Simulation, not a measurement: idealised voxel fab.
process module | voxel fin reveal
cross-section cut | 185 nm wide | cells 5 nm
A cross-section is a grid of square cells, given in bands from the top down. A band is one or more rows of cells.
Each band's line starts with the height of the band's top and of its bottom, in nm. Then come its materials from left to right, each with its width in nm. One material with "throughout" fills the band from edge to edge. "air" is empty space.
Height 0 is the level under which the wafer as received is all one material. The lowest band goes on downwards, as in "0 down".
A width such as "30 to 40" changes by the same amount from each row of cells to the next, from the band's top row to its bottom row.
"no change" after a step means that no cell of the cross-section changed.
closed voids: empty space of 8 cells or more with no open way to the top, each as width x height at its distance from the left edge, in nm
after a step's settings: what the simulator itself notes on the step
overlay nm, on a step with a mask: how far to the right of its planned place the mask lay; to the left if negative
plan
1 op RECEIVE | material Si
2 op CONFORMAL_DEP | material SiN | thk nm 5
3 op PATTERN | tone cover | mask id FINS | material resist | width nm 15 | pitch nm 40 | thk nm 15 | overlay nm 0
4 op DIRECTIONAL_ETCH | etch materials SiN | depth nm 5
5 op DIRECTIONAL_ETCH | etch materials Si | depth nm 40
6 op STRIP | etch materials resist
7 op OXIDIZE | depth nm 5
8 op FILL_DEP | material SiO2 | thk nm 5
9 op CMP | height nm 5
10 op SELECTIVE_ETCH | etch materials SiO2 | depth nm 35
11 op STRIP | etch materials SiN
first wafer, as planned
as received, after step 1
  0 down: Si throughout
  closed voids: none
after step 2
  5 to 0: SiN throughout
  below 0: unchanged
after step 3
  20 to 5: air 45 | resist 15 | air 25 | resist 15 | air 25 | resist 15 | air 45
  below 5: unchanged
after step 4
  20 to 5: air 45 | resist 15 | air 25 | resist 15 | air 25 | resist 15 | air 45
  5 to 0: air 45 | SiN 15 | air 25 | SiN 15 | air 25 | SiN 15 | air 45
  below 0: unchanged
after step 5
  20 to 5: air 45 | resist 15 | air 25 | resist 15 | air 25 | resist 15 | air 45
  5 to 0: air 45 | SiN 15 | air 25 | SiN 15 | air 25 | SiN 15 | air 45
  0 to -40: air 45 | Si 15 | air 25 | Si 15 | air 25 | Si 15 | air 45
  below -40: unchanged
after step 6
  5 to 0: air 45 | SiN 15 | air 25 | SiN 15 | air 25 | SiN 15 | air 45
  below 0: unchanged
after step 7
  5 to 0: air 45 | SiN 15 | air 25 | SiN 15 | air 25 | SiN 15 | air 45
  0 to -40: air 45 | SiO2 5 | Si 5 | SiO2 5 | air 25 | SiO2 5 | Si 5 | SiO2 5 | air 25 | SiO2 5 | Si 5 | SiO2 5 | air 45
  -40 to -45: SiO2 50 | Si 5 | SiO2 35 | Si 5 | SiO2 35 | Si 5 | SiO2 50
  below -45: unchanged
after step 8
  10 to 5: SiO2 throughout
  5 to 0: SiO2 45 | SiN 15 | SiO2 25 | SiN 15 | SiO2 25 | SiN 15 | SiO2 45
  0 to -45: SiO2 50 | Si 5 | SiO2 35 | Si 5 | SiO2 35 | Si 5 | SiO2 50
  below -45: unchanged
after step 9
  5 to 0: SiO2 45 | SiN 15 | SiO2 25 | SiN 15 | SiO2 25 | SiN 15 | SiO2 45
  below 0: unchanged
after step 10
  5 to 0: air 45 | SiN 15 | air 25 | SiN 15 | air 25 | SiN 15 | air 45
  0 to -30: air 50 | Si 5 | air 35 | Si 5 | air 35 | Si 5 | air 50
  below -30: unchanged
after step 11
  0 to -30: air 50 | Si 5 | air 35 | Si 5 | air 35 | Si 5 | air 50
  below -30: unchanged
second wafer: like start, like plan, one mistake. Through step 9 it matches the first wafer
when step 10 should have ended
  5 to 0: air 45 | SiN 15 | air 25 | SiN 15 | air 25 | SiN 15 | air 45
  0 to -20: air 50 | Si 5 | air 35 | Si 5 | air 35 | Si 5 | air 50
  below -20: unchanged
when step 11 should have ended
  0 to -20: air 50 | Si 5 | air 35 | Si 5 | air 35 | Si 5 | air 50
  below -20: unchanged
what went wrong: step 10 ran as: op SELECTIVE_ETCH | etch materials SiO2 | depth nm 25
at the end the second wafer has, in cells: 68 more of SiO2
